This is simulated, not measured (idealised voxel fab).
process module | voxel wiring stack
cross-section cut | 215 nm wide | cells 5 nm
A cross-section is a grid of square cells, given in bands from the top down. A band is one or more rows of cells.
Each band's line starts with the height of the band's top and of its bottom, in nm. Then come its materials from left to right, each with its width in nm. One material with "throughout" fills the band from edge to edge. "air" is empty space.
Height 0 is the level under which the wafer as received is all one material. The lowest band goes on downwards, as in "0 down".
A width such as "30 to 40" changes by the same amount from each row of cells to the next, from the band's top row to its bottom row.
"no change" after a step means that no cell of the cross-section changed.
closed voids: empty space of 8 cells or more with no open way to the top, each as width x height at its distance from the left edge, in nm
after a step's settings: what the simulator itself notes on the step
overlay nm, on a step with a mask: how far to the right of its planned place the mask lay; to the left if negative
plan
1 op RECEIVE | material Si
2 op CONFORMAL_DEP | material SiO2 | thk nm 10
3 op CONFORMAL_DEP | material SiN | thk nm 5
4 op DIRECTIONAL_DEP | material SiO2 | thk nm 25
5 op DIRECTIONAL_DEP | material aC | thk nm 15
6 op PATTERN | tone open | mask id METAL_1 | material resist | width nm 30 | pitch nm 50 | thk nm 30 | overlay nm 0
7 op DIRECTIONAL_ETCH | etch materials aC | depth nm 15
8 op STRIP | etch materials resist
9 op DIRECTIONAL_ETCH | etch materials SiO2 | depth nm 25
10 op DIRECTIONAL_ETCH | etch materials SiN | depth nm 5
11 op STRIP | etch materials aC
12 op CONFORMAL_DEP | material TiN | thk nm 5
13 op FILL_DEP | material Cu | thk nm 5
14 op CMP | height nm 40
15 op CONFORMAL_DEP | material SiCN | thk nm 5
16 op DIRECTIONAL_DEP | material SiO2 | thk nm 35
17 op DIRECTIONAL_DEP | material aC | thk nm 15
18 op PATTERN | tone open | mask id METAL_2 | material resist | width nm 30 | pitch nm 50 | thk nm 35 | overlay nm 0
19 op DIRECTIONAL_ETCH | etch materials aC | depth nm 15
20 op STRIP | etch materials resist
21 op DIRECTIONAL_ETCH | etch materials SiO2 | depth nm 20
22 op STRIP | etch materials aC
23 op MASKED_ETCH | tone open | mask id METAL_2_HOLES | width nm 15 | pitch nm 100 | etch materials SiO2 | depth nm 15 | overlay nm 0
24 op MASKED_ETCH | tone open | mask id METAL_2_HOLES | width nm 15 | pitch nm 100 | etch materials SiCN | depth nm 5 | overlay nm 0
25 op CONFORMAL_DEP | material TiN | thk nm 5
26 op FILL_DEP | material Cu | thk nm 5
27 op CMP | height nm 80
28 op CONFORMAL_DEP | material SiCN | thk nm 5
29 op DIRECTIONAL_DEP | material SiO2 | thk nm 15
30 op MASKED_ETCH | tone open | mask id PLUG_2 | width nm 15 | pitch nm 50 | etch materials SiO2 | depth nm 15 | overlay nm 0
31 op MASKED_ETCH | tone open | mask id PLUG_2 | width nm 15 | pitch nm 50 | etch materials SiCN | depth nm 5 | overlay nm 0
32 op CONFORMAL_DEP | material TiN | thk nm 5
33 op FILL_DEP | material Ru | thk nm 10
34 op CMP | height nm 100
35 op CONFORMAL_DEP | material SiCN | thk nm 5
36 op DIRECTIONAL_DEP | material SiO2 | thk nm 20
37 op DIRECTIONAL_DEP | material aC | thk nm 15
38 op PATTERN | tone open | mask id METAL_3 | material resist | width nm 30 | pitch nm 50 | thk nm 35 | overlay nm 0
39 op DIRECTIONAL_ETCH | etch materials aC | depth nm 15
40 op STRIP | etch materials resist
41 op DIRECTIONAL_ETCH | etch materials SiO2 | depth nm 20
42 op DIRECTIONAL_ETCH | etch materials SiCN | depth nm 5
43 op STRIP | etch materials aC
44 op CONFORMAL_DEP | material TiN | thk nm 5
45 op FILL_DEP | material Cu | thk nm 5
46 op CMP | height nm 125
47 op CONFORMAL_DEP | material SiCN | thk nm 5
48 op DIRECTIONAL_DEP | material lowk | thk nm 10
49 op PATTERN | tone open | mask id PLUG_3 | material resist | width nm 15 | pitch nm 50 | thk nm 15 | overlay nm 0
50 op DIRECTIONAL_ETCH | etch materials lowk | depth nm 10
51 op DIRECTIONAL_ETCH | etch materials SiCN | depth nm 5
52 op STRIP | etch materials resist
53 op CONFORMAL_DEP | material TiN | thk nm 5
54 op FILL_DEP | material Ru | thk nm 10
55 op CMP | height nm 130
56 op DIRECTIONAL_DEP | material TiN | thk nm 5
57 op DIRECTIONAL_DEP | material W | thk nm 20
58 op DIRECTIONAL_DEP | material aC | thk nm 10
59 op PATTERN | tone cover | mask id METAL_4 | material resist | width nm 30 | pitch nm 50 | thk nm 25 | overlay nm 0
60 op DIRECTIONAL_ETCH | etch materials aC | depth nm 10
61 op STRIP | etch materials resist
62 op DIRECTIONAL_ETCH | etch materials W | depth nm 20
63 op DIRECTIONAL_ETCH | etch materials TiN | depth nm 5
64 op STRIP | etch materials aC
65 op CONFORMAL_DEP | material SiCN | thk nm 5
66 op FILL_DEP | material SiO2 | thk nm 10
67 op CMP | height nm 165
68 op CONFORMAL_DEP | material SiN | thk nm 5
varied across the wafers: height nm of step 55. The plan shows the first wafer's value. All wafers start alike
first wafer as received, after step 1
  0 down: Si throughout
  closed voids: none
first wafer at the end, after step 68
  170 to 165: SiN throughout
  165 to 160: SiO2 throughout
  160 to 155: SiO2 10 | SiCN 40 | SiO2 10 | SiCN 40 | SiO2 10 | SiCN 40 | SiO2 10 | SiCN 40 | SiO2 15
  155 to 135: SiO2 10 | SiCN 5 | W 30 | SiCN 5 | SiO2 10 | SiCN 5 | W 30 | SiCN 5 | SiO2 10 | SiCN 5 | W 30 | SiCN 5 | SiO2 10 | SiCN 5 | W 30 | SiCN 5 | SiO2 15
  135 to 125: SiCN 15 | TiN 30 to 15 | SiCN 20 to 35 | TiN 30 to 15 | SiCN 20 to 35 | TiN 30 to 15 | SiCN 20 to 35 | TiN 30 to 15 | SiCN 20 to 35
  125 to 105: SiO2 15 | TiN 5 | Cu 20 | TiN 5 | SiO2 20 | TiN 5 | Cu 20 | TiN 5 | SiO2 20 | TiN 5 | Cu 20 | TiN 5 | SiO2 20 | TiN 5 | Cu 20 | TiN 5 | SiO2 20
  105 to 100: SiCN 15 | TiN 30 | SiCN 20 | TiN 30 | SiCN 20 | TiN 30 | SiCN 20 | TiN 30 | SiCN 20
  100 to 85: SiO2 15 | TiN 5 | Ru 5 | TiN 5 | SiO2 35 | TiN 5 | Ru 5 | TiN 5 | SiO2 35 | TiN 5 | Ru 5 | TiN 5 | SiO2 35 | TiN 5 | Ru 5 | TiN 5 | SiO2 35
  85 to 80: SiCN 15 | TiN 15 | SiCN 35 | TiN 15 | SiCN 35 | TiN 15 | SiCN 35 | TiN 15 | SiCN 35
  80 to 65: SiO2 15 | TiN 5 | Cu 20 | TiN 5 | SiO2 20 | TiN 5 | Cu 20 | TiN 5 | SiO2 20 | TiN 5 | Cu 20 | TiN 5 | SiO2 20 | TiN 5 | Cu 20 | TiN 5 | SiO2 20
  65 to 60: SiO2 15 | TiN 5 | Cu 5 | TiN 20 | SiO2 20 | TiN 30 | SiO2 20 | TiN 5 | Cu 5 | TiN 20 | SiO2 20 | TiN 30 | SiO2 20
  60 to 45: SiO2 15 | TiN 5 | Cu 5 | TiN 5 | SiO2 85 | TiN 5 | Cu 5 | TiN 5 | SiO2 85
  45 to 40: SiCN 15 | TiN 15 | SiCN 85 | TiN 15 | SiCN 85
  40 to 15: SiO2 15 | TiN 5 | Cu 20 | TiN 5 | SiO2 20 | TiN 5 | Cu 20 | TiN 5 | SiO2 20 | TiN 5 | Cu 20 | TiN 5 | SiO2 20 | TiN 5 | Cu 20 | TiN 5 | SiO2 20
  15 to 10: SiN 15 | TiN 30 | SiN 20 | TiN 30 | SiN 20 | TiN 30 | SiN 20 | TiN 30 | SiN 20
  10 to 0: SiO2 throughout
  0 down: Si throughout
  closed voids: none
last wafer at the end
  170 to 165: SiN throughout
  165 to 145: SiO2 10 | SiCN 5 | W 30 | SiCN 5 | SiO2 10 | SiCN 5 | W 30 | SiCN 5 | SiO2 10 | SiCN 5 | W 30 | SiCN 5 | SiO2 10 | SiCN 5 | W 30 | SiCN 5 | SiO2 15
  145 to 140: SiCN 15 | TiN 30 | SiCN 20 | TiN 30 | SiCN 20 | TiN 30 | SiCN 20 | TiN 30 | SiCN 20
  140 to 130: lowk 15 | TiN 5 | Ru 5 | TiN 5 | lowk 35 | TiN 5 | Ru 5 | TiN 5 | lowk 35 | TiN 5 | Ru 5 | TiN 5 | lowk 35 | TiN 5 | Ru 5 | TiN 5 | lowk 35
  130 to 125: SiCN 15 | TiN 15 | SiCN 35 | TiN 15 | SiCN 35 | TiN 15 | SiCN 35 | TiN 15 | SiCN 35
  125 to 105: SiO2 15 | TiN 5 | Cu 20 | TiN 5 | SiO2 20 | TiN 5 | Cu 20 | TiN 5 | SiO2 20 | TiN 5 | Cu 20 | TiN 5 | SiO2 20 | TiN 5 | Cu 20 | TiN 5 | SiO2 20
  105 to 100: SiCN 15 | TiN 30 | SiCN 20 | TiN 30 | SiCN 20 | TiN 30 | SiCN 20 | TiN 30 | SiCN 20
  100 to 85: SiO2 15 | TiN 5 | Ru 5 | TiN 5 | SiO2 35 | TiN 5 | Ru 5 | TiN 5 | SiO2 35 | TiN 5 | Ru 5 | TiN 5 | SiO2 35 | TiN 5 | Ru 5 | TiN 5 | SiO2 35
  85 to 80: SiCN 15 | TiN 15 | SiCN 35 | TiN 15 | SiCN 35 | TiN 15 | SiCN 35 | TiN 15 | SiCN 35
  80 to 65: SiO2 15 | TiN 5 | Cu 20 | TiN 5 | SiO2 20 | TiN 5 | Cu 20 | TiN 5 | SiO2 20 | TiN 5 | Cu 20 | TiN 5 | SiO2 20 | TiN 5 | Cu 20 | TiN 5 | SiO2 20
  65 to 60: SiO2 15 | TiN 5 | Cu 5 | TiN 20 | SiO2 20 | TiN 30 | SiO2 20 | TiN 5 | Cu 5 | TiN 20 | SiO2 20 | TiN 30 | SiO2 20
  60 to 45: SiO2 15 | TiN 5 | Cu 5 | TiN 5 | SiO2 85 | TiN 5 | Cu 5 | TiN 5 | SiO2 85
  45 to 40: SiCN 15 | TiN 15 | SiCN 85 | TiN 15 | SiCN 85
  40 to 15: SiO2 15 | TiN 5 | Cu 20 | TiN 5 | SiO2 20 | TiN 5 | Cu 20 | TiN 5 | SiO2 20 | TiN 5 | Cu 20 | TiN 5 | SiO2 20 | TiN 5 | Cu 20 | TiN 5 | SiO2 20
  15 to 10: SiN 15 | TiN 30 | SiN 20 | TiN 30 | SiN 20 | TiN 30 | SiN 20 | TiN 30 | SiN 20
  10 to 0: SiO2 throughout
  0 down: Si throughout
  closed voids: none
each wafer at the end: cells of each material gained (+) or lost (-) since it was received, then its closed voids
height nm 130 | +200 Cu | +12 Ru | +201 SiCN | +62 SiN | +635 SiO2 | +256 TiN | +96 W | closed voids: none
height nm 135 | +200 Cu | +16 Ru | +201 SiCN | +62 SiN | +592 SiO2 | +264 TiN | +96 W | +31 lowk | closed voids: none
height nm 140 | +200 Cu | +20 Ru | +169 SiCN | +62 SiN | +581 SiO2 | +272 TiN | +96 W | +62 lowk | closed voids: none
